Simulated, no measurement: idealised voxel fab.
The document below concerns the process module designated voxel double patterning.
Each square cell in cross-section cut measures 5 nm, and the section as a whole is 240 nm wide.
Cross-section, as written here: a square-cell grid given band by band from the top down, where a band holds one or more rows of cells.
Per band: top height and bottom height in nm, followed by the left-to-right materials and their widths in nm; "all across" marks a single material spanning edge to edge, "blank" marks empty space.
Where do heights start? At 0: under that level the wafer as delivered is made of one material only. And the lowest band has no floor; it just carries on downward, as in "0 nm and below".
The two numbers in a width such as "30..40" mark its ends across the band: the first belongs to the top row of cells, the second to the bottom row, and from each row to the next the width moves by the same amount.
Key: "changes: none" - step with no changed cell in the cross-section.
The label "Sealed internal voids" introduces a list of the empty spaces, 8 cells or larger, that have no open way up to the top; each entry in it reads width x height at distance, where the distance is taken from the left edge and all three are stated in nm.
Read whatever lies past the settings on a step's line as the simulator's own remark about the step.
On any step carrying a mask, the "overlay nm" setting, if present on the step's line, tells how far right of its planned place the mask lay; negative values point to the left.
Plan
1 RECEIVE | material Si
2 CONFORMAL_DEP | material SiO2 | thk nm 10
3 DIRECTIONAL_DEP | material W | thk nm 15
4 DIRECTIONAL_DEP | material SiCN | thk nm 5
5 PATTERN | tone open | mask id FIRST | material resist | width nm 15 | pitch nm 50 | thk nm 15 | overlay nm 0
6 DIRECTIONAL_ETCH | etch materials SiCN | depth nm 5
7 STRIP | etch materials resist
8 DIRECTIONAL_DEP | material aC | thk nm 10
9 PATTERN | tone open | mask id SECOND | material resist | width nm 15 | thk nm 30 | overlay nm 0
10 DIRECTIONAL_ETCH | etch materials aC | depth nm 10
11 STRIP | etch materials resist
12 DIRECTIONAL_ETCH | etch materials SiCN | depth nm 5
13 STRIP | etch materials aC
14 DIRECTIONAL_ETCH | etch materials W | depth nm 15
15 STRIP | etch materials SiCN
What follows covers the first of two wafers; it ran as planned
As received, after step 1
> 0 nm and below: Si all across
> Sealed internal voids: none
The wafer, seen in cross-section, after step 2
> 10 nm to 0 nm: SiO2 all across
> Under 0: no change, same as before.
The wafer, seen in cross-section, after step 3
> 25 nm to 10 nm: W all across
> Under 10: no change, same as before.
The wafer, seen in cross-section, after step 4
> 30 nm to 25 nm: SiCN all across
> Under 25: no change, same as before.
The wafer, seen in cross-section, after step 5
> 45 nm to 30 nm: resist (85); blank (15); resist (35); blank (15); resist (90)
> Under 30: no change, same as before.
The wafer, seen in cross-section, after step 6
> 45 nm to 30 nm: resist (85); blank (15); resist (35); blank (15); resist (90)
> 30 nm to 25 nm: SiCN (85); blank (15); SiCN (35); blank (15); SiCN (90)
> Under 25: no change, same as before.
The wafer, seen in cross-section, after step 7
> 30 nm to 25 nm: SiCN (85); blank (15); SiCN (35); blank (15); SiCN (90)
> Under 25: no change, same as before.
The wafer, seen in cross-section, after step 8
> 40 nm to 35 nm: aC (85); blank (15); aC (35); blank (15); aC (90)
> 35 nm to 30 nm: aC all across
> 30 nm to 25 nm: SiCN (85); aC (15); SiCN (35); aC (15); SiCN (90)
> Under 25: no change, same as before.
The wafer, seen in cross-section, after step 9
> 70 nm to 40 nm: resist (110); blank (15); resist (115)
> 40 nm to 35 nm: aC (85); resist (15); aC (35); resist (15); aC (90)
> Under 35: no change, same as before.
The wafer, seen in cross-section, after step 10
> 60 nm to 40 nm: resist (110); blank (15); resist (115)
> 40 nm to 35 nm: aC (85); resist (15); aC (10); blank (15); aC (10); resist (15); aC (90)
> 35 nm to 30 nm: aC (110); blank (15); aC (115)
> Under 30: no change, same as before.
The wafer, seen in cross-section, after step 11
> 40 nm to 35 nm: aC (85); blank (15); aC (10); blank (15); aC (10); blank (15); aC (90)
> Under 35: no change, same as before.
The wafer, seen in cross-section, after step 12
> 40 nm to 35 nm: aC (85); blank (15); aC (10); blank (15); aC (10); blank (15); aC (90)
> 35 nm to 30 nm: aC (110); blank (15); aC (115)
> 30 nm to 25 nm: SiCN (85); aC (15); SiCN (10); blank (15); SiCN (10); aC (15); SiCN (90)
> Under 25: no change, same as before.
The wafer, seen in cross-section, after step 13
> 30 nm to 25 nm: SiCN (85); blank (15); SiCN (10); blank (15); SiCN (10); blank (15); SiCN (90)
> Under 25: no change, same as before.
The wafer, seen in cross-section, after step 14
> 30 nm to 25 nm: SiCN (85); blank (15); SiCN (10); blank (15); SiCN (10); blank (15); SiCN (90)
> 25 nm to 10 nm: W (85); blank (15); W (10); blank (15); W (10); blank (15); W (90)
> Under 10: no change, same as before.
The wafer, seen in cross-section, after step 15
> 25 nm to 10 nm: W (85); blank (15); W (10); blank (15); W (10); blank (15); W (90)
> Under 10: no change, same as before.
Okay, second wafer. Nothing different at the start, nothing different in the plan, just one mistake somewhere in the running. As far as step 4, counting that step, it's the first wafer all over again
Cross-section of the second wafer when, according to plan, step 5 should have finished
> 45 nm to 30 nm: resist (95); blank (15); resist (35); blank (15); resist (80)
> Under 30: no change, same as before.
Cross-section of the second wafer when, according to plan, step 6 should have finished
> 45 nm to 30 nm: resist (95); blank (15); resist (35); blank (15); resist (80)
> 30 nm to 25 nm: SiCN (95); blank (15); SiCN (35); blank (15); SiCN (80)
> Under 25: no change, same as before.
Cross-section of the second wafer when, according to plan, step 7 should have finished
> 30 nm to 25 nm: SiCN (95); blank (15); SiCN (35); blank (15); SiCN (80)
> Under 25: no change, same as before.
Cross-section of the second wafer when, according to plan, step 8 should have finished
> 40 nm to 35 nm: aC (95); blank (15); aC (35); blank (15); aC (80)
> 35 nm to 30 nm: aC all across
> 30 nm to 25 nm: SiCN (95); aC (15); SiCN (35); aC (15); SiCN (80)
> Under 25: no change, same as before.
Cross-section of the second wafer when, according to plan, step 9 should have finished
> 70 nm to 40 nm: resist (110); blank (15); resist (115)
> 40 nm to 35 nm: aC (95); resist (15); aC (35); resist (15); aC (80)
> Under 35: no change, same as before.
Cross-section of the second wafer when, according to plan, step 10 should have finished
> 60 nm to 40 nm: resist (110); blank (15); resist (115)
> 40 nm to 35 nm: aC (95); resist (15); blank (15); aC (20); resist (15); aC (80)
> 35 nm to 30 nm: aC (110); blank (15); aC (115)
> Under 30: no change, same as before.
Cross-section of the second wafer when, according to plan, step 11 should have finished
> 40 nm to 35 nm: aC (95); blank (30); aC (20); blank (15); aC (80)
> Under 35: no change, same as before.
Cross-section of the second wafer when, according to plan, step 12 should have finished
> 40 nm to 35 nm: aC (95); blank (30); aC (20); blank (15); aC (80)
> 35 nm to 30 nm: aC (110); blank (15); aC (115)
> 30 nm to 25 nm: SiCN (95); aC (15); blank (15); SiCN (20); aC (15); SiCN (80)
> Under 25: no change, same as before.
Cross-section of the second wafer when, according to plan, step 13 should have finished
> 30 nm to 25 nm: SiCN (95); blank (30); SiCN (20); blank (15); SiCN (80)
> Under 25: no change, same as before.
Cross-section of the second wafer when, according to plan, step 14 should have finished
> 30 nm to 25 nm: SiCN (95); blank (30); SiCN (20); blank (15); SiCN (80)
> 25 nm to 10 nm: W (95); blank (30); W (20); blank (15); W (80)
> Under 10: no change, same as before.
Cross-section of the second wafer when, according to plan, step 15 should have finished
> 25 nm to 10 nm: W (95); blank (30); W (20); blank (15); W (80)
> Under 10: no change, same as before.
Short version of what went wrong: planned and actual differ for step 5; actual: PATTERN | tone open | mask id FIRST | material resist | width nm 15 | pitch nm 50 | thk nm 15 | overlay nm 10
By the end, you'd get the same cell count for each material on either wafer, but the second wafer puts them somewhere else.
